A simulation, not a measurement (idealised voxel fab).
Process module heading - voxel ribs on slabs
The cross-section shown here is cut; it is 195 nm wide and divided into square cells measuring 5 nm on a side.
Format of a cross-section: grid, square cells. Given as bands. Order: top down. Band: one or more rows of cells. Top, bottom (nm), then materials left to right with widths (nm); lone material tagged "throughout" fills the whole band edge to edge; "air" = empty space. All heights in this document are referenced to 0, defined as the level beneath which the wafer, as received, consists entirely of one material. The lowest band is not bounded below; it extends indefinitely downward and is written in the form "0 -> down". A width such as "30..40" changes by the same amount from each row of cells to the next, from the band's top row to its bottom row. Step note "all unchanged" = no cross-section cell changed. In "Unvented cavities" the enclosed voids are listed, meaning empty spaces of 8 cells or larger without any opening to the top. The form is width x height at distance, distance from the left edge, units nm. Post-settings text on a step line: simulator's own remark regarding the step. "overlay nm", when on a step's line for a step with a mask, measures how far to the right of its planned place the mask lay; a negative measure means to the left.

[The steps planned for the process are as follows]
1: RECEIVE [material Si]
2: DIRECTIONAL_DEP [material SiO2] [thk nm 30]
3: DIRECTIONAL_DEP [material SiN] [thk nm 25]
4: PATTERN [tone cover] [mask id RIB] [material resist] [width nm 30] [thk nm 15] [overlay nm 0]
5: DIRECTIONAL_ETCH [etch materials SiN] [depth nm 15]
6: STRIP [etch materials resist]
7: DIRECTIONAL_DEP [material aC] [thk nm 10]
8: PATTERN [tone cover] [mask id SLAB] [material resist] [width nm 70] [thk nm 25] [overlay nm 0]
9: DIRECTIONAL_ETCH [etch materials aC] [depth nm 10]
10: STRIP [etch materials resist]
11: DIRECTIONAL_ETCH [etch materials SiN] [depth nm 10]
12: STRIP [etch materials aC]
13: FILL_DEP [material SiO2] [thk nm 25]
14: CMP [height nm 70]
15: DIRECTIONAL_DEP [material W] [thk nm 10]
16: DIRECTIONAL_DEP [material aC] [thk nm 15]
17: PATTERN [tone cover] [mask id HEATER] [material resist] [width nm 40] [thk nm 35] [overlay nm 0]
18: DIRECTIONAL_ETCH [etch materials aC] [depth nm 15]
19: STRIP [etch materials resist]
20: DIRECTIONAL_ETCH [etch materials W] [depth nm 10]
21: STRIP [etch materials aC]
22: CONFORMAL_DEP [material SiO2] [thk nm 10]

[Incoming wafer, cross-sectional view, post step 1]
  0 -> down  Si throughout
  Unvented cavities: none

[The plan above was carried out on the starting structure above with one mistake, and this cross-section shows the wafer at the end of the module]
  95 -> 85  SiO2 throughout
  85 -> 70  W throughout
  70 -> 55  SiO2 throughout
  55 -> 40  SiO2 (80), then SiN (30), then SiO2 (85)
  40 -> 30  SiO2 (60), then SiN (70), then SiO2 (65)
  30 -> 0  SiO2 throughout
  0 -> down  Si throughout
  Unvented cavities: none
Misprocessing identified: in deviation from the planned setting, step 16 was conducted as DIRECTIONAL_DEP [material W] [thk nm 15]
